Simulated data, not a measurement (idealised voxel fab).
Module name: voxel self aligned vias (process module)
cross-section cut | 205 nm wide | cells 5 nm
A cross-section in this document is a grid of square cells, and it is written down as bands, the top band listed before the ones below it; a band is made up of one or more rows of cells. Look at the band entry: it leads with the top's height and the bottom's height in nm. Then it lists the materials left to right, with a width in nm for each. The word "all across" on a single material says that material fills the band edge to edge. The word "empty" is empty space. A quick word on heights: they are counted from 0, and under that level the wafer as it came to us is one material throughout. The lowest band is different from the rest in having no bottom; it simply continues downward, written as in "0 -> down". Graded width ("30..40"): value in top row of band = first number; value in bottom row = second number; row-to-row change constant. Step marked "no change"? Then no cell in the cross-section changed in it. "closed voids" lists enclosed empty spaces (at least 8 cells, no open path upward to the top), each as width x height at distance from the left edge, in nm. Text after the settings on a step's line: the simulator's own remark on that step. "overlay nm" on a masked step: distance the mask lay right of its planned place, negative for left.

So here's the lineup of process steps we planned
1,RECEIVE: material Si
2,CONFORMAL_DEP: material SiO2, thk nm 15
3,CONFORMAL_DEP: material SiCN, thk nm 5
4,DIRECTIONAL_DEP: material SiO2, thk nm 25
5,MASKED_ETCH: tone open, mask id LINES, width nm 20, pitch nm 70, etch materials SiO2, depth nm 25, overlay nm 0
6,CONFORMAL_DEP: material TiN, thk nm 5
7,FILL_DEP: material W, thk nm 10
8,CMP: height nm 45
9,SELECTIVE_ETCH: etch materials W Ru TiN, depth nm 5
10,FILL_DEP: material SiN, thk nm 5
11,CMP: height nm 45
12,DIRECTIONAL_DEP: material SiO2, thk nm 15
13,PATTERN: tone open, mask id VIAS, material resist, width nm 40, thk nm 20, overlay nm 0
14,DIRECTIONAL_ETCH: etch materials SiO2, depth nm 15
15,DIRECTIONAL_ETCH: etch materials SiN, depth nm 5
16,STRIP: etch materials resist
17,CONFORMAL_DEP: material TiN, thk nm 5
18,FILL_DEP: material W, thk nm 5
19,CMP: height nm 60
20,CONFORMAL_DEP: material SiN, thk nm 5

Wafer at receipt (post step 1), cross-section
  0 -> down | Si all across
  closed voids: none

Sectioned view, first of two wafers, at the close of the module, processed as intended in the plan
  65 -> 60 | SiN all across
  60 -> 50 | SiO2=45  TiN=5  W=30  TiN=5  SiO2=120
  50 -> 45 | SiO2=45  TiN=15  W=10  TiN=15  SiO2=120
  45 -> 40 | SiO2=55  TiN=20  SiO2=50  SiN=20  SiO2=60
  40 -> 25 | SiO2=55  TiN=5  W=10  TiN=5  SiO2=50  TiN=5  W=10  TiN=5  SiO2=60
  25 -> 20 | SiO2=55  TiN=20  SiO2=50  TiN=20  SiO2=60
  20 -> 15 | SiCN all across
  15 -> 0 | SiO2 all across
  0 -> down | Si all across
  closed voids: none

second wafer at the end: like start, like plan, one mistake
  65 -> 60 | SiN all across
  60 -> 50 | SiO2=45  TiN=5  W=30  TiN=5  SiO2=120
  50 -> 45 | SiO2=45  TiN=40  SiO2=120
  45 -> 40 | SiN=45  TiN=10  SiO2=20  TiN=10  SiN=40  SiO2=20  SiN=60
  40 -> 25 | W=50  TiN=5  SiO2=20  TiN=5  W=40  TiN=5  SiO2=20  TiN=5  W=55
  25 -> 20 | TiN=55  SiO2=20  TiN=50  SiO2=20  TiN=60
  20 -> 15 | SiCN all across
  15 -> 0 | SiO2 all across
  0 -> down | Si all across
  closed voids: none
Want to know what went wrong? planned and actual differ for step 5; actual: MASKED_ETCH: tone cover, mask id LINES, width nm 20, pitch nm 70, etch materials SiO2, depth nm 25, overlay nm 0
The second wafer ends with more or fewer cells of some materials than the first, per final count: +25 SiN | -125 SiO2 | +27 TiN | +73 W
